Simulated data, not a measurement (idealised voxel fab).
Name of the process module below: voxel trench capacitor
Xsec cut, 275 nm wide, square cell size 5 nm.
Cross-section spec: square-cell grid; bands listed top down; each band is one or more rows.
Band entry format. Leading values: height of top, height of bottom, nm. Remainder: materials in left-to-right order, each with its width in nm. Special words: "full width" on a single material, which then fills the band edge to edge; "air", empty space.
Zero point of the height axis is 0; under it, received wafer = one material. Lowest band: continues down indefinitely, "0..down".
Per-row width for "30 to 40": begins at first number (top row of band), ends at second number (bottom row), increment between rows held constant.
Basically "no modification" means that step didn't change any cell in the cross-section.
Empty spaces counting at least 8 cells and having no open way to the top are listed in "Voids, fully enclosed". The notation width x height at distance is used for each, the distance being from the left edge and all three values in nm.
Text after the settings on a step's line: the simulator's own remark on that step.
overlay nm: step with mask; distance mask lay right of planned place; negative value = left of planned place.
SO HERE'S THE LINEUP OF PROCESS STEPS WE PLANNED
- 1: RECEIVE: material Si
- 2: CONFORMAL_DEP: material SiN, thk nm 5
- 3: MASKED_ETCH: tone open, mask id TRENCH, width nm 20, pitch nm 35, etch materials SiN, depth nm 5, overlay nm 0
- 4: MASKED_ETCH: tone open, mask id TRENCH, width nm 20, pitch nm 35, etch materials Si, depth nm 40, overlay nm 0
- 5: CONFORMAL_DEP: material Al2O3, thk nm 5
- 6: FILL_DEP: material polySi, thk nm 5
- 7: CMP: height nm 5
WAFER AS RECEIVED: CROSS-SECTION FOLLOWING STEP 1
    0..down = Si full width
    Voids, fully enclosed: none
END-OF-MODULE CROSS-SECTION. STARTING STRUCTURE AND PROCESS PLAN AS ABOVE; ONE MISTAKE MADE IN RUNNING IT
    5..0 = SiN: 75, then Al2O3: 5, then SiN: 10, then Al2O3: 5, then SiN: 15, then Al2O3: 5, then SiN: 10, then Al2O3: 5, then SiN: 15, then Al2O3: 5, then SiN: 10, then Al2O3: 5, then SiN: 15, then Al2O3: 5, then SiN: 10, then Al2O3: 5, then SiN: 75
    0..-35 = Si: 75, then Al2O3: 5, then SiN: 10, then Al2O3: 5, then Si: 15, then Al2O3: 5, then SiN: 10, then Al2O3: 5, then Si: 15, then Al2O3: 5, then SiN: 10, then Al2O3: 5, then Si: 15, then Al2O3: 5, then SiN: 10, then Al2O3: 5, then Si: 75
    -35..-40 = Si: 75, then Al2O3: 20, then Si: 15, then Al2O3: 20, then Si: 15, then Al2O3: 20, then Si: 15, then Al2O3: 20, then Si: 75
    -40..down = Si full width
    Voids, fully enclosed: none
Which mistake was made when the wafer was run? step 6 off recipe, ran as FILL_DEP: material SiN, thk nm 5
